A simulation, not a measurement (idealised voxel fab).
You're looking at the process module voxel spacer lines.
Xsec cut, 225 nm wide, square cell size 5 nm.
Each cross-section below is a grid of square cells, stated as bands in top-down order, with one or more rows of cells making up each band.
This entry defines a band. It first specifies the height of the band's top and the height of its bottom in nm, and then specifies the band's materials from left to right, stating each material with its width in nm. The word "edge to edge" identifies a single material that fills the band from edge to edge, while the word "air" identifies empty space.
A quick word on heights: they are counted from 0, and under that level the wafer as it came to us is one material throughout. The lowest band is different from the rest in having no bottom; it simply continues downward, written as in "from 0 down".
A two-number width, for instance "30 to 40", indicates that the width is equal to the first number in the top row of the band and to the second number in the bottom row, and that it changes by a constant amount per row of cells.
Where a step carries "no change occurred", the cross-section came out of it unchanged, cell for cell.
Look at "Closed empty spaces" for the closed voids: empty spaces with no open path to the top, sized 8 cells or up. Each is width x height at distance, distance from the left edge, all nm.
That trailing text on a step's line, after the settings, is the simulator's own remark on the step.
When a step includes a mask, the "overlay nm" setting on its line states how far to the right of its planned place that mask lay, and negative values state how far to the left.
Process steps (planned):
| 1 | RECEIVE (material Si) |
| 2 | CONFORMAL_DEP (material Al2O3; thk nm 10) |
| 3 | DIRECTIONAL_DEP (material TiN; thk nm 10) |
| 4 | DIRECTIONAL_DEP (material aC; thk nm 25) |
| 5 | PATTERN (tone cover; mask id MANDREL; material resist; width nm 25; pitch nm 70; thk nm 35; overlay nm 0) |
| 6 | DIRECTIONAL_ETCH (etch materials aC; depth nm 25) |
| 7 | STRIP (etch materials resist) |
| 8 | CONFORMAL_DEP (material SiO2; thk nm 10) |
| 9 | DIRECTIONAL_ETCH (etch materials SiO2; depth nm 10) |
| 10 | STRIP (etch materials aC) |
| 11 | DIRECTIONAL_ETCH (etch materials TiN; depth nm 10) |
| 12 | STRIP (etch materials SiO2) |
| 13 | FILL_DEP (material lowk; thk nm 10) |
| 14 | CMP (height nm 20) |
What follows covers the first of two wafers; it ran as planned:
Cross-section: wafer on arrival = after step 1:
* from 0 down  Si edge to edge
* Closed empty spaces: none
Cross-section of the wafer after step 2:
* from 10 to 0  Al2O3 edge to edge
* Everything under 0 stays put, no change at all.
Cross-section of the wafer after step 3:
* from 20 to 10  TiN edge to edge
* Everything under 10 stays put, no change at all.
Cross-section of the wafer after step 4:
* from 45 to 20  aC edge to edge
* Everything under 20 stays put, no change at all.
Cross-section of the wafer after step 5:
* from 80 to 45  air 30 nm | resist 25 nm | air 45 nm | resist 25 nm | air 45 nm | resist 25 nm | air 30 nm
* Everything under 45 stays put, no change at all.
Cross-section of the wafer after step 6:
* from 55 to 45  air 30 nm | resist 25 nm | air 45 nm | resist 25 nm | air 45 nm | resist 25 nm | air 30 nm
* from 45 to 20  air 30 nm | aC 25 nm | air 45 nm | aC 25 nm | air 45 nm | aC 25 nm | air 30 nm
* Everything under 20 stays put, no change at all.
Cross-section of the wafer after step 7:
* from 45 to 20  air 30 nm | aC 25 nm | air 45 nm | aC 25 nm | air 45 nm | aC 25 nm | air 30 nm
* Everything under 20 stays put, no change at all.
Cross-section of the wafer after step 8:
* from 55 to 45  air 20 nm | SiO2 45 nm | air 25 nm | SiO2 45 nm | air 25 nm | SiO2 45 nm | air 20 nm
* from 45 to 30  air 20 nm | SiO2 10 nm | aC 25 nm | SiO2 10 nm | air 25 nm | SiO2 10 nm | aC 25 nm | SiO2 10 nm | air 25 nm | SiO2 10 nm | aC 25 nm | SiO2 10 nm | air 20 nm
* from 30 to 20  SiO2 30 nm | aC 25 nm | SiO2 45 nm | aC 25 nm | SiO2 45 nm | aC 25 nm | SiO2 30 nm
* Everything under 20 stays put, no change at all.
Cross-section of the wafer after step 9:
* from 45 to 20  air 20 nm | SiO2 10 nm | aC 25 nm | SiO2 10 nm | air 25 nm | SiO2 10 nm | aC 25 nm | SiO2 10 nm | air 25 nm | SiO2 10 nm | aC 25 nm | SiO2 10 nm | air 20 nm
* Everything under 20 stays put, no change at all.
Cross-section of the wafer after step 10:
* from 45 to 20  air 20 nm | SiO2 10 nm | air 25 nm | SiO2 10 nm | air 25 nm | SiO2 10 nm | air 25 nm | SiO2 10 nm | air 25 nm | SiO2 10 nm | air 25 nm | SiO2 10 nm | air 20 nm
* Everything under 20 stays put, no change at all.
Cross-section of the wafer after step 11:
* from 45 to 20  air 20 nm | SiO2 10 nm | air 25 nm | SiO2 10 nm | air 25 nm | SiO2 10 nm | air 25 nm | SiO2 10 nm | air 25 nm | SiO2 10 nm | air 25 nm | SiO2 10 nm | air 20 nm
* from 20 to 10  air 20 nm | TiN 10 nm | air 25 nm | TiN 10 nm | air 25 nm | TiN 10 nm | air 25 nm | TiN 10 nm | air 25 nm | TiN 10 nm | air 25 nm | TiN 10 nm | air 20 nm
* Everything under 10 stays put, no change at all.
Cross-section of the wafer after step 12:
* from 20 to 10  air 20 nm | TiN 10 nm | air 25 nm | TiN 10 nm | air 25 nm | TiN 10 nm | air 25 nm | TiN 10 nm | air 25 nm | TiN 10 nm | air 25 nm | TiN 10 nm | air 20 nm
* Everything under 10 stays put, no change at all.
Cross-section of the wafer after step 13:
* from 30 to 20  lowk edge to edge
* from 20 to 10  lowk 20 nm | TiN 10 nm | lowk 25 nm | TiN 10 nm | lowk 25 nm | TiN 10 nm | lowk 25 nm | TiN 10 nm | lowk 25 nm | TiN 10 nm | lowk 25 nm | TiN 10 nm | lowk 20 nm
* Everything under 10 stays put, no change at all.
Cross-section of the wafer after step 14:
* from 20 to 10  lowk 20 nm | TiN 10 nm | lowk 25 nm | TiN 10 nm | lowk 25 nm | TiN 10 nm | lowk 25 nm | TiN 10 nm | lowk 25 nm | TiN 10 nm | lowk 25 nm | TiN 10 nm | lowk 20 nm
* Everything under 10 stays put, no change at all.
Here the second wafer is described. Its start and its plan were those of the first wafer. Its run contained one mistake. Up to and including step 2, it did exactly what the first wafer did:
Second wafer profile in section, at the moment step 3 of the plan was meant to be complete:
* from 35 to 10  aC edge to edge
* Everything under 10 stays put, no change at all.
Second wafer profile in section, at the moment step 4 of the plan was meant to be complete:
* from 45 to 35  TiN edge to edge
* Everything under 35 stays put, no change at all.
Second wafer profile in section, at the moment step 5 of the plan was meant to be complete:
* from 80 to 45  air 30 nm | resist 25 nm | air 45 nm | resist 25 nm | air 45 nm | resist 25 nm | air 30 nm
* Everything under 45 stays put, no change at all.
Second wafer profile in section, at the moment step 6 of the plan was meant to be complete:
* from 55 to 45  air 30 nm | resist 25 nm | air 45 nm | resist 25 nm | air 45 nm | resist 25 nm | air 30 nm
* Everything under 45 stays put, no change at all.
Second wafer profile in section, at the moment step 7 of the plan was meant to be complete:
* from 45 to 35  TiN edge to edge
* Everything under 35 stays put, no change at all.
Second wafer profile in section, at the moment step 8 of the plan was meant to be complete:
* from 55 to 45  SiO2 edge to edge
* Everything under 45 stays put, no change at all.
Second wafer profile in section, at the moment step 9 of the plan was meant to be complete:
* from 45 to 35  TiN edge to edge
* Everything under 35 stays put, no change at all.
Second wafer profile in section, at the moment step 10 of the plan was meant to be complete: no change occurred
Second wafer profile in section, at the moment step 11 of the plan was meant to be complete:
* from 35 to 10  aC edge to edge
* Everything under 10 stays put, no change at all.
Second wafer profile in section, at the moment step 12 of the plan was meant to be complete: no change occurred
Second wafer profile in section, at the moment step 13 of the plan was meant to be complete:
* from 45 to 35  lowk edge to edge
* Everything under 35 stays put, no change at all.
Second wafer profile in section, at the moment step 14 of the plan was meant to be complete:
* from 20 to 10  aC edge to edge
* Everything under 10 stays put, no change at all.
Deviation from plan: steps 3 and 4 run out of order (swapped)
Final cells, second wafer relative to first, materials higher or lower: TiN -24 | aC +90 | lowk -66
